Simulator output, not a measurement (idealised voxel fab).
process module | voxel capacitor over wiring
cross-section cut | 145 nm wide | cells 5 nm
A cross-section is a grid of square cells, given in bands from the top down. A band is one or more rows of cells.
Each band's line starts with the height of the band's top and of its bottom, in nm. Then come its materials from left to right, each with its width in nm. One material with "throughout" fills the band from edge to edge. "air" is empty space.
Height 0 is the level under which the wafer as received is all one material. The lowest band goes on downwards, as in "0 down".
A width such as "30 to 40" changes by the same amount from each row of cells to the next, from the band's top row to its bottom row.
"no change" after a step means that no cell of the cross-section changed.
closed voids: empty space of 8 cells or more with no open way to the top, each as width x height at its distance from the left edge, in nm
after a step's settings: what the simulator itself notes on the step
overlay nm, on a step with a mask: how far to the right of its planned place the mask lay; to the left if negative
plan
1 op RECEIVE | material Si
2 op CONFORMAL_DEP | material SiO2 | thk nm 15
3 op CONFORMAL_DEP | material SiCN | thk nm 5
4 op DIRECTIONAL_DEP | material lowk | thk nm 15
5 op PATTERN | tone open | mask id METAL_1 | material resist | width nm 25 | pitch nm 90 | thk nm 15 | overlay nm 0
6 op DIRECTIONAL_ETCH | etch materials lowk | depth nm 15
7 op DIRECTIONAL_ETCH | etch materials SiCN | depth nm 5
8 op STRIP | etch materials resist
9 op CONFORMAL_DEP | material TiN | thk nm 5
10 op FILL_DEP | material Ru | thk nm 5
11 op CMP | height nm 35
12 op EPI | material Ru | thk nm 5
13 op FILL_DEP | material SiCN | thk nm 5
14 op DIRECTIONAL_DEP | material lowk | thk nm 5
15 op MASKED_ETCH | tone open | mask id PLUG_1 | width nm 15 | etch materials lowk | depth nm 10 | overlay nm 0
16 op MASKED_ETCH | tone open | mask id PLUG_1 | width nm 15 | etch materials SiCN | depth nm 5 | overlay nm 0
17 op CONFORMAL_DEP | material TiN | thk nm 5
18 op FILL_DEP | material Ru | thk nm 5
19 op CMP | height nm 55
20 op DIRECTIONAL_DEP | material TiN | thk nm 10
21 op DIRECTIONAL_DEP | material SiN | thk nm 5
22 op DIRECTIONAL_DEP | material TiN | thk nm 5
23 op PATTERN | tone cover | mask id UPPER_PLATE | material resist | width nm 70 | thk nm 20 | overlay nm 0
24 op DIRECTIONAL_ETCH | etch materials TiN | depth nm 5
25 op DIRECTIONAL_ETCH | etch materials SiN | depth nm 5
26 op STRIP | etch materials resist
27 op MASKED_ETCH | tone cover | mask id LOWER_PLATE | width nm 80 | etch materials TiN | depth nm 10 | overlay nm 0
28 op FILL_DEP | material SiO2 | thk nm 15
29 op CMP | height nm 85
30 op PATTERN | tone open | mask id PLUG_2 | material resist | width nm 15 | thk nm 20 | overlay nm 0
31 op DIRECTIONAL_ETCH | etch materials SiO2 | depth nm 10
32 op STRIP | etch materials resist
33 op CONFORMAL_DEP | material TiN | thk nm 5
34 op FILL_DEP | material Ru | thk nm 10
35 op CMP | height nm 85
36 op CONFORMAL_DEP | material SiCN | thk nm 5
varied across the wafers: thk nm of step 14. The plan shows the first wafer's value. All wafers start alike
first wafer as received, after step 1
  0 down: Si throughout
  closed voids: none
each wafer at the end: cells of each material gained (+) or lost (-) since it was received, then its closed voids
thk nm 5 | +35 Ru | +89 SiCN | +14 SiN | +195 SiO2 | +106 TiN | +83 lowk | closed voids: none
thk nm 10 | +35 Ru | +89 SiCN | +14 SiN | +195 SiO2 | +80 TiN | +109 lowk | closed voids: none
thk nm 15 | +33 Ru | +92 SiCN | +14 SiN | +195 SiO2 | +76 TiN | +112 lowk | closed voids: none
thk nm 20 | +33 Ru | +92 SiCN | +14 SiN | +195 SiO2 | +73 TiN | +115 lowk | closed voids: none
thk nm 25 | +33 Ru | +92 SiCN | +14 SiN | +195 SiO2 | +73 TiN | +115 lowk | closed voids: none
